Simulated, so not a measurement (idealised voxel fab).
The process module presented herein is designated voxel wiring stack.
Cross-section cut spans 185 nm and uses square cells 5 nm in size.
Format of a cross-section: grid, square cells. Given as bands. Order: top down. Band: one or more rows of cells.
In this notation a band is specified by the heights of its top and bottom, in that order and in nm, after which its materials appear from left to right, each paired with its width in nm. The word "throughout" attached to a single material means that material fills the band from edge to edge; the word "empty" stands for empty space.
Note: height 0 marks the level under which the wafer is uniformly one material as received. Lowest band unbounded below, written "0 and below".
Width spec "30..40" -> top row of cells at first value, bottom row at second value, equal per-row change in between.
Basically "remains unaltered" means that step didn't change any cell in the cross-section.
"Closed void entries" enumerates empty spaces isolated from the top, with no open way to it, that contain at least 8 cells, giving each as width x height at distance from the left edge, all three in nm.
Step line, after settings: the simulator's comment on this step.
Regarding "overlay nm": on a step with a mask, it is the distance the mask lay to the right of its planned place; a negative value places it to the left.

-- Below is the list of planned process steps
| 1 | RECEIVE (material Si) |
| 2 | CONFORMAL_DEP (material SiO2; thk nm 10) |
| 3 | DIRECTIONAL_DEP (material TiN; thk nm 5) |
| 4 | DIRECTIONAL_DEP (material Ru; thk nm 25) |
| 5 | MASKED_ETCH (tone cover; mask id METAL_1; width nm 20; pitch nm 45; etch materials Ru; depth nm 25; overlay nm 0) |
| 6 | MASKED_ETCH (tone cover; mask id METAL_1; width nm 20; pitch nm 45; etch materials TiN; depth nm 5; overlay nm 0) |
| 7 | CONFORMAL_DEP (material SiCN; thk nm 5) |
| 8 | FILL_DEP (material SiO2; thk nm 10) |
| 9 | CMP (height nm 40) |
| 10 | CONFORMAL_DEP (material SiCN; thk nm 5) |
| 11 | DIRECTIONAL_DEP (material SiO2; thk nm 15) |
| 12 | MASKED_ETCH (tone open; mask id PLUG_1; width nm 15; pitch nm 45; etch materials SiO2; depth nm 15; overlay nm 0) |
| 13 | MASKED_ETCH (tone open; mask id PLUG_1; width nm 15; pitch nm 45; etch materials SiCN; depth nm 5; overlay nm 0) |
| 14 | EPI (material Ru; thk nm 10) |
| 15 | EPI (material Ru; thk nm 10) |
| 16 | DIRECTIONAL_DEP (material TiN; thk nm 5) |
| 17 | DIRECTIONAL_DEP (material Ru; thk nm 20) |
| 18 | DIRECTIONAL_DEP (material aC; thk nm 15) |
| 19 | PATTERN (tone cover; mask id METAL_2; material resist; width nm 20; pitch nm 45; thk nm 30; overlay nm 0) |
| 20 | DIRECTIONAL_ETCH (etch materials aC; depth nm 15) |
| 21 | STRIP (etch materials resist) |
| 22 | DIRECTIONAL_ETCH (etch materials Ru; depth nm 20) |
| 23 | DIRECTIONAL_ETCH (etch materials TiN; depth nm 5) |
| 24 | STRIP (etch materials aC) |
| 25 | FILL_DEP (material lowk; thk nm 5) |
| 26 | CMP (height nm 85) |
| 27 | CONFORMAL_DEP (material SiCN; thk nm 5) |

-- Cross-section of the wafer as it came to us, i.e., already through step 1
0 and below | Si throughout
Closed void entries: none

-- Below is the wafer in cross-section after the module was completed. It began from the starting point shown above and followed the plan shown above, except that one mistake was made while running it
90 down to 85 | SiCN throughout
85 down to 80 | lowk: 35  Ru: 20  lowk: 25  Ru: 20  lowk: 25  Ru: 20  lowk: 40
80 down to 75 | lowk: 35  Ru: 15  TiN: 5  lowk: 25  Ru: 15  TiN: 5  lowk: 25  Ru: 15  TiN: 5  lowk: 40
75 down to 65 | SiO2: 35  Ru: 15  SiO2: 30  Ru: 15  SiO2: 30  Ru: 15  SiO2: 45
65 down to 60 | SiO2: 35  TiN: 15  SiO2: 30  TiN: 15  SiO2: 30  TiN: 15  SiO2: 45
60 down to 45 | SiO2 throughout
45 down to 40 | SiCN throughout
40 down to 15 | SiO2: 30  SiCN: 5  Ru: 20  SiCN: 5  SiO2: 15  SiCN: 5  Ru: 20  SiCN: 5  SiO2: 15  SiCN: 5  Ru: 20  SiCN: 5  SiO2: 35
15 down to 10 | SiCN: 35  TiN: 20  SiCN: 25  TiN: 20  SiCN: 25  TiN: 20  SiCN: 40
10 down to 0 | SiO2 throughout
0 and below | Si throughout
Closed void entries: none
Want to know what went wrong? step 11 of the plan saw execution twice
